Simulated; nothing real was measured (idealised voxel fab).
Title: Process Module voxel transistor to metal
Shown is cross-section cut, with a width of 285 nm and square cells of size 5 nm.
Throughout this document, each cross-section is represented as a grid of square cells and is presented as a sequence of bands enumerated from the top downward, where a band comprises one or more rows of cells.
First you get the band's top height and its bottom height, in nm, and then the materials it's made of, left to right, with each width in nm. If you see a single material with "throughout", that one covers the band edge to edge. "empty" is empty space.
Where do heights start? At 0: under that level the wafer as delivered is made of one material only. And the lowest band has no floor; it just carries on downward, as in "top 0, no bottom".
A width given as "30->40" starts at the first number in the band's top row and ends at the second number in its bottom row, shifting by an equal amount at every step from row to row.
Where a step carries "stayed the same", the cross-section came out of it unchanged, cell for cell.
Basically, "Trapped cavities" tells you about the enclosed voids: empty spaces with no open way to the top, 8 cells or bigger, each written width x height at distance, where distance is from the left edge, all in nm.
after a step's settings: what the simulator itself notes on the step
A step line may carry the setting "overlay nm", which, for steps involving a mask, states the distance by which the mask lay to the right of its intended position; negative values denote displacement to the left.

These are the steps we planned for the process
1: RECEIVE,material Si
2: OXIDIZE,depth nm 5
3: CONFORMAL_DEP,material SiN,thk nm 10
4: PATTERN,tone cover,mask id ACTIVE,material resist,width nm 115,pitch nm 135,thk nm 15,overlay nm 0
5: DIRECTIONAL_ETCH,etch materials SiN,depth nm 10
6: DIRECTIONAL_ETCH,etch materials SiO2,depth nm 5
7: DIRECTIONAL_ETCH,etch materials Si,depth nm 20
8: STRIP,etch materials resist
9: FILL_DEP,material SiO2,thk nm 15
10: CMP,height nm 10
11: SELECTIVE_ETCH,etch materials SiO2,depth nm 10
12: STRIP,etch materials SiN
13: SELECTIVE_ETCH,etch materials SiO2,depth nm 5
14: OXIDIZE,depth nm 5
15: DIRECTIONAL_DEP,material polySi,thk nm 25
16: DIRECTIONAL_DEP,material SiCN,thk nm 10
17: MASKED_ETCH,tone cover,mask id GATE,width nm 15,pitch nm 135,etch materials SiCN,depth nm 20,overlay nm 0
18: MASKED_ETCH,tone cover,mask id GATE,width nm 15,pitch nm 135,etch materials polySi,depth nm 35,overlay nm 0
19: CONFORMAL_DEP,material SiN,thk nm 5
20: DIRECTIONAL_ETCH,etch materials SiN,depth nm 5
21: DIRECTIONAL_ETCH,etch materials SiO2,depth nm 5
22: EPI,material nSi,thk nm 5
23: FILL_DEP,material SiO2,thk nm 5
24: CMP,height nm 30
25: DIRECTIONAL_DEP,material SiO2,thk nm 15
26: MASKED_ETCH,tone open,mask id CONTACT,width nm 20,etch materials SiO2,depth nm 50,overlay nm 0
27: CONFORMAL_DEP,material TiN,thk nm 5
28: FILL_DEP,material W,thk nm 5
29: CMP,height nm 45
30: CONFORMAL_DEP,material SiCN,thk nm 5
31: DIRECTIONAL_DEP,material SiO2,thk nm 25
32: PATTERN,tone open,mask id METAL_1,material resist,width nm 20,thk nm 20,overlay nm 0
33: DIRECTIONAL_ETCH,etch materials SiO2,depth nm 25
34: DIRECTIONAL_ETCH,etch materials SiCN,depth nm 5
35: STRIP,etch materials resist
36: CONFORMAL_DEP,material TiN,thk nm 5
37: FILL_DEP,material Cu,thk nm 10
38: CMP,height nm 75
39: CONFORMAL_DEP,material SiCN,thk nm 5

Here's what the wafer looked like in cross-section when it arrived - that's after step 1
    top 0, no bottom = Si throughout
    Trapped cavities: none

End-of-module cross-section of the first of two wafers, processed as planned
    top 80, bottom 75 = SiCN throughout
    top 75, bottom 50 = 25 SiO2, then 5 TiN, then 10 Cu, then 5 TiN, then 55 SiO2, then 5 TiN, then 10 Cu, then 5 TiN, then 40 SiO2, then 5 TiN, then 10 Cu, then 5 TiN, then 55 SiO2, then 5 TiN, then 10 Cu, then 5 TiN, then 30 SiO2
    top 50, bottom 45 = 25 SiCN, then 20 TiN, then 55 SiCN, then 20 TiN, then 40 SiCN, then 20 TiN, then 55 SiCN, then 20 TiN, then 30 SiCN
    top 45, bottom 30 = 25 SiO2, then 5 TiN, then 10 W, then 5 TiN, then 55 SiO2, then 5 TiN, then 10 W, then 5 TiN, then 40 SiO2, then 5 TiN, then 10 W, then 5 TiN, then 55 SiO2, then 5 TiN, then 10 W, then 5 TiN, then 30 SiO2
    top 30, bottom 20 = 25 SiO2, then 5 TiN, then 10 W, then 5 TiN, then 15 SiO2, then 5 SiN, then 15 SiCN, then 5 SiN, then 15 SiO2, then 5 TiN, then 10 W, then 5 TiN, then 40 SiO2, then 5 TiN, then 10 W, then 5 TiN, then 15 SiO2, then 5 SiN, then 15 SiCN, then 5 SiN, then 15 SiO2, then 5 TiN, then 10 W, then 5 TiN, then 30 SiO2
    top 20, bottom 0 = 25 SiO2, then 5 TiN, then 10 W, then 5 TiN, then 15 SiO2, then 5 SiN, then 15 polySi, then 5 SiN, then 15 SiO2, then 5 TiN, then 10 W, then 5 TiN, then 40 SiO2, then 5 TiN, then 10 W, then 5 TiN, then 15 SiO2, then 5 SiN, then 15 polySi, then 5 SiN, then 15 SiO2, then 5 TiN, then 10 W, then 5 TiN, then 30 SiO2
    top 0, bottom -5 = 25 SiO2, then 20 TiN, then 15 SiO2, then 5 SiN, then 15 polySi, then 5 SiN, then 15 SiO2, then 20 TiN, then 40 SiO2, then 20 TiN, then 15 SiO2, then 5 SiN, then 15 polySi, then 5 SiN, then 15 SiO2, then 20 TiN, then 30 SiO2
    top -5, bottom -10 = 10 SiO2, then 50 nSi, then 25 SiO2, then 50 nSi, then 10 SiO2, then 50 nSi, then 25 SiO2, then 50 nSi, then 15 SiO2
    top -10, bottom -25 = 15 SiO2, then 115 Si, then 20 SiO2, then 115 Si, then 20 SiO2
    top -25, no bottom = Si throughout
    Trapped cavities: none

Wafer two (of two), end-of-module cross-section: start = wafer one, plan = wafer one, one run mistake
    top 80, bottom 75 = SiCN throughout
    top 75, bottom 50 = 25 SiO2, then 5 polySi, then 10 Cu, then 5 polySi, then 55 SiO2, then 5 polySi, then 10 Cu, then 5 polySi, then 40 SiO2, then 5 polySi, then 10 Cu, then 5 polySi, then 55 SiO2, then 5 polySi, then 10 Cu, then 5 polySi, then 30 SiO2
    top 50, bottom 45 = 25 SiCN, then 20 polySi, then 55 SiCN, then 20 polySi, then 40 SiCN, then 20 polySi, then 55 SiCN, then 20 polySi, then 30 SiCN
    top 45, bottom 30 = 25 SiO2, then 5 TiN, then 10 W, then 5 TiN, then 55 SiO2, then 5 TiN, then 10 W, then 5 TiN, then 40 SiO2, then 5 TiN, then 10 W, then 5 TiN, then 55 SiO2, then 5 TiN, then 10 W, then 5 TiN, then 30 SiO2
    top 30, bottom 20 = 25 SiO2, then 5 TiN, then 10 W, then 5 TiN, then 15 SiO2, then 5 SiN, then 15 SiCN, then 5 SiN, then 15 SiO2, then 5 TiN, then 10 W, then 5 TiN, then 40 SiO2, then 5 TiN, then 10 W, then 5 TiN, then 15 SiO2, then 5 SiN, then 15 SiCN, then 5 SiN, then 15 SiO2, then 5 TiN, then 10 W, then 5 TiN, then 30 SiO2
    top 20, bottom 0 = 25 SiO2, then 5 TiN, then 10 W, then 5 TiN, then 15 SiO2, then 5 SiN, then 15 polySi, then 5 SiN, then 15 SiO2, then 5 TiN, then 10 W, then 5 TiN, then 40 SiO2, then 5 TiN, then 10 W, then 5 TiN, then 15 SiO2, then 5 SiN, then 15 polySi, then 5 SiN, then 15 SiO2, then 5 TiN, then 10 W, then 5 TiN, then 30 SiO2
    top 0, bottom -5 = 25 SiO2, then 20 TiN, then 15 SiO2, then 5 SiN, then 15 polySi, then 5 SiN, then 15 SiO2, then 20 TiN, then 40 SiO2, then 20 TiN, then 15 SiO2, then 5 SiN, then 15 polySi, then 5 SiN, then 15 SiO2, then 20 TiN, then 30 SiO2
    top -5, bottom -10 = 10 SiO2, then 50 nSi, then 25 SiO2, then 50 nSi, then 10 SiO2, then 50 nSi, then 25 SiO2, then 50 nSi, then 15 SiO2
    top -10, bottom -25 = 15 SiO2, then 115 Si, then 20 SiO2, then 115 Si, then 20 SiO2
    top -25, no bottom = Si throughout
    Trapped cavities: none
Deviation noted in wafer processing: it should be noted that step 36 was executed with settings other than those planned, the operation and settings actually applied being CONFORMAL_DEP,material polySi,thk nm 5
Per the end-of-run cell counts, the second wafer holds more or fewer of some materials than the first: -56 TiN | +56 polySi
